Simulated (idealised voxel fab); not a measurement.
The following process module bears the name voxel fin reveal.
Square cell edge 5 nm, section width 200 nm, ID cut.
Format of a cross-section: grid, square cells. Given as bands. Order: top down. Band: one or more rows of cells.
Basically the band line says how high the top is and how high the bottom is, in nm, and then what's in it from left to right, every material with its width in nm. Empty space shows up as "empty", and if a single material carries "edge to edge" it runs the full band edge to edge.
Convention: height 0 is the level below which the wafer, as received, is all one material. The lowest band does not terminate at the bottom but continues downward, represented as "z 0 and below".
Per-row width for "30..40": begins at first number (top row of band), ends at second number (bottom row), increment between rows held constant.
The cross-section has no changed cell in any step marked "identical to before".
"Enclosed void entries" means: voids of 8 cells or more that are shut off from the top with no open way through. Written width x height at distance, distance from the left edge, in nm.
If you see something after the settings on a step's line, that's the simulator's own remark about that step.
The optional step-line setting "overlay nm" applies to steps with a mask and quantifies how far to the right of its planned location the mask lay, a negative value indicating leftward placement.
BELOW IS THE LIST OF PLANNED PROCESS STEPS
1. RECEIVE, material Si
2. CONFORMAL_DEP, material SiN, thk nm 10
3. MASKED_ETCH, tone cover, mask id FINS, width nm 15, pitch nm 35, etch materials SiN, depth nm 10, overlay nm 0
4. MASKED_ETCH, tone cover, mask id FINS, width nm 15, pitch nm 35, etch materials Si, depth nm 40, overlay nm 0
5. FILL_DEP, material SiO2, thk nm 15
6. CMP, height nm 10
7. SELECTIVE_ETCH, etch materials SiO2, depth nm 25
8. STRIP, etch materials SiN
WHAT FOLLOWS COVERS THE FIRST OF TWO WAFERS; IT RAN AS PLANNED
WAFER CROSS-SECTION ON RECEIPT, I.E. AFTER STEP 1
- z 0 and below  Si edge to edge
- Enclosed void entries: none
WAFER SECTION VIEW AFTER PROCESSING STEP 2
- z 10 to 0  SiN edge to edge
- Everything under 0 stays put, no change at all.
WAFER SECTION VIEW AFTER PROCESSING STEP 3
- z 10 to 0  empty 75 / SiN 15 / empty 20 / SiN 15 / empty 75
- Everything under 0 stays put, no change at all.
WAFER SECTION VIEW AFTER PROCESSING STEP 4
- z 10 to 0  empty 75 / SiN 15 / empty 20 / SiN 15 / empty 75
- z 0 to -40  empty 75 / Si 15 / empty 20 / Si 15 / empty 75
- Everything under -40 stays put, no change at all.
WAFER SECTION VIEW AFTER PROCESSING STEP 5
- z 25 to 10  SiO2 edge to edge
- z 10 to 0  SiO2 75 / SiN 15 / SiO2 20 / SiN 15 / SiO2 75
- z 0 to -40  SiO2 75 / Si 15 / SiO2 20 / Si 15 / SiO2 75
- Everything under -40 stays put, no change at all.
WAFER SECTION VIEW AFTER PROCESSING STEP 6
- z 10 to 0  SiO2 75 / SiN 15 / SiO2 20 / SiN 15 / SiO2 75
- Everything under 0 stays put, no change at all.
WAFER SECTION VIEW AFTER PROCESSING STEP 7
- z 10 to 0  empty 75 / SiN 15 / empty 20 / SiN 15 / empty 75
- z 0 to -15  empty 75 / Si 15 / empty 20 / Si 15 / empty 75
- Everything under -15 stays put, no change at all.
WAFER SECTION VIEW AFTER PROCESSING STEP 8
- z 0 to -15  empty 75 / Si 15 / empty 20 / Si 15 / empty 75
- Everything under -15 stays put, no change at all.
WAFER TWO: LIKE WAFER ONE IN START AND PLAN, BUT WITH ONE MISTAKE IN EXECUTION; IDENTICAL UP TO AND INCLUDING STEP 4
CROSS-SECTION OF THE SECOND WAFER WHEN, ACCORDING TO PLAN, STEP 5 SHOULD HAVE FINISHED
- z 40 to 10  SiO2 edge to edge
- z 10 to 0  SiO2 75 / SiN 15 / SiO2 20 / SiN 15 / SiO2 75
- z 0 to -40  SiO2 75 / Si 15 / SiO2 20 / Si 15 / SiO2 75
- Everything under -40 stays put, no change at all.
CROSS-SECTION OF THE SECOND WAFER WHEN, ACCORDING TO PLAN, STEP 6 SHOULD HAVE FINISHED
- z 10 to 0  SiO2 75 / SiN 15 / SiO2 20 / SiN 15 / SiO2 75
- Everything under 0 stays put, no change at all.
CROSS-SECTION OF THE SECOND WAFER WHEN, ACCORDING TO PLAN, STEP 7 SHOULD HAVE FINISHED
- z 10 to 0  empty 75 / SiN 15 / empty 20 / SiN 15 / empty 75
- z 0 to -15  empty 75 / Si 15 / empty 20 / Si 15 / empty 75
- Everything under -15 stays put, no change at all.
CROSS-SECTION OF THE SECOND WAFER WHEN, ACCORDING TO PLAN, STEP 8 SHOULD HAVE FINISHED
- z 0 to -15  empty 75 / Si 15 / empty 20 / Si 15 / empty 75
- Everything under -15 stays put, no change at all.
Deviation from plan: plan step 5 ran twice
It should be noted that the final cross-sections of the two wafers coincide, and the mistake therefore has no effect on the output of this model.
